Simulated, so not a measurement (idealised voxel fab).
Process module name: voxel capacitor over wiring
Xsec cut, 215 nm wide, square cell size 5 nm.
Cross-section, as written here: a square-cell grid given band by band from the top down, where a band holds one or more rows of cells.
For a band, the entry starts with two heights in nm, that of the top and then that of the bottom, and carries on with the band's materials in order from left to right, each alongside its width in nm; the word "edge to edge" beside a single material means it fills the band edge to edge, and "air" means empty space.
It should be noted that heights are counted from 0, beneath which the wafer as supplied is of one material throughout, and that the lowest band possesses no lower boundary but continues downward, as written in "0 nm and below".
So if you see something like "30->40" for the width, read it as the top row of the band sitting at the first number and the bottom row at the second, with every row in between moving by the same amount as the last.
The designation "nothing altered", where it is given for a processing step, indicates that no cell of the cross-section was altered in the course of that step.
"Trapped cavities" contains a list of empty spaces, each no smaller than 8 cells and without an open way to the top, written in the form width x height at distance with the distance from the left edge and all three in nm.
Past the settings on a step's line: simulator remark, on that step.
On any step carrying a mask, the "overlay nm" setting, if present on the step's line, tells how far right of its planned place the mask lay; negative values point to the left.

### Listed below are the process steps as planned
step 1: op RECEIVE | material Si
step 2: op CONFORMAL_DEP | material SiO2 | thk nm 15
step 3: op DIRECTIONAL_DEP | material TiN | thk nm 5
step 4: op DIRECTIONAL_DEP | material Ru | thk nm 25
step 5: op PATTERN | tone cover | mask id METAL_1 | material resist | width nm 20 | pitch nm 80 | thk nm 15 | overlay nm 0
step 6: op DIRECTIONAL_ETCH | etch materials Ru | depth nm 25
step 7: op DIRECTIONAL_ETCH | etch materials TiN | depth nm 5
step 8: op STRIP | etch materials resist
step 9: op FILL_DEP | material SiO2 | thk nm 5
step 10: op CMP | height nm 45
step 11: op CONFORMAL_DEP | material SiCN | thk nm 5
step 12: op DIRECTIONAL_DEP | material SiO2 | thk nm 10
step 13: op PATTERN | tone open | mask id PLUG_1 | material resist | width nm 15 | thk nm 15 | overlay nm 0
step 14: op DIRECTIONAL_ETCH | etch materials SiO2 | depth nm 10
step 15: op DIRECTIONAL_ETCH | etch materials SiCN | depth nm 5
step 16: op STRIP | etch materials resist
step 17: op EPI | material Ru | thk nm 10
step 18: op EPI | material Ru | thk nm 5
step 19: op DIRECTIONAL_DEP | material TiN | thk nm 10
step 20: op DIRECTIONAL_DEP | material Al2O3 | thk nm 5
step 21: op DIRECTIONAL_DEP | material TiN | thk nm 5
step 22: op DIRECTIONAL_DEP | material aC | thk nm 15
step 23: op PATTERN | tone cover | mask id UPPER_PLATE | material resist | width nm 65 | thk nm 30 | overlay nm 0
step 24: op DIRECTIONAL_ETCH | etch materials aC | depth nm 15
step 25: op STRIP | etch materials resist
step 26: op DIRECTIONAL_ETCH | etch materials TiN | depth nm 5
step 27: op DIRECTIONAL_ETCH | etch materials Al2O3 | depth nm 5
step 28: op STRIP | etch materials aC
step 29: op PATTERN | tone cover | mask id LOWER_PLATE | material resist | width nm 75 | thk nm 20 | overlay nm 0
step 30: op DIRECTIONAL_ETCH | etch materials TiN | depth nm 10
step 31: op STRIP | etch materials resist
step 32: op FILL_DEP | material SiO2 | thk nm 15
step 33: op CMP | height nm 90
step 34: op PATTERN | tone open | mask id PLUG_2 | material resist | width nm 15 | thk nm 15 | overlay nm 0
step 35: op DIRECTIONAL_ETCH | etch materials SiO2 | depth nm 10
step 36: op STRIP | etch materials resist
step 37: op CONFORMAL_DEP | material TiN | thk nm 5
step 38: op FILL_DEP | material W | thk nm 10
step 39: op CMP | height nm 90
step 40: op CONFORMAL_DEP | material SiCN | thk nm 5
Don't read the plan's thk nm for step 37 as applying to every wafer: that's the first wafer's value, and the wafers differ in it, though they all start identical.

### As-received state after step 1, first of several wafers, cross-section
0 nm and below | Si edge to edge
Trapped cavities: none

### The rows of the table below are wafers. Looking at the end of the module, a row counts, for every material, the cells the wafer has gained, shown as (+), or lost, shown as (-), since it was received; its closed voids come next
thk nm 5 | +13 Al2O3 | +49 Ru | +83 SiCN | +615 SiO2 | +56 TiN | +1 W | Trapped cavities: none
thk nm 10 | +13 Al2O3 | +49 Ru | +83 SiCN | +615 SiO2 | +57 TiN | Trapped cavities: none
thk nm 15 | +13 Al2O3 | +49 Ru | +83 SiCN | +615 SiO2 | +57 TiN | Trapped cavities: none
thk nm 20 | +13 Al2O3 | +49 Ru | +83 SiCN | +615 SiO2 | +57 TiN | Trapped cavities: none
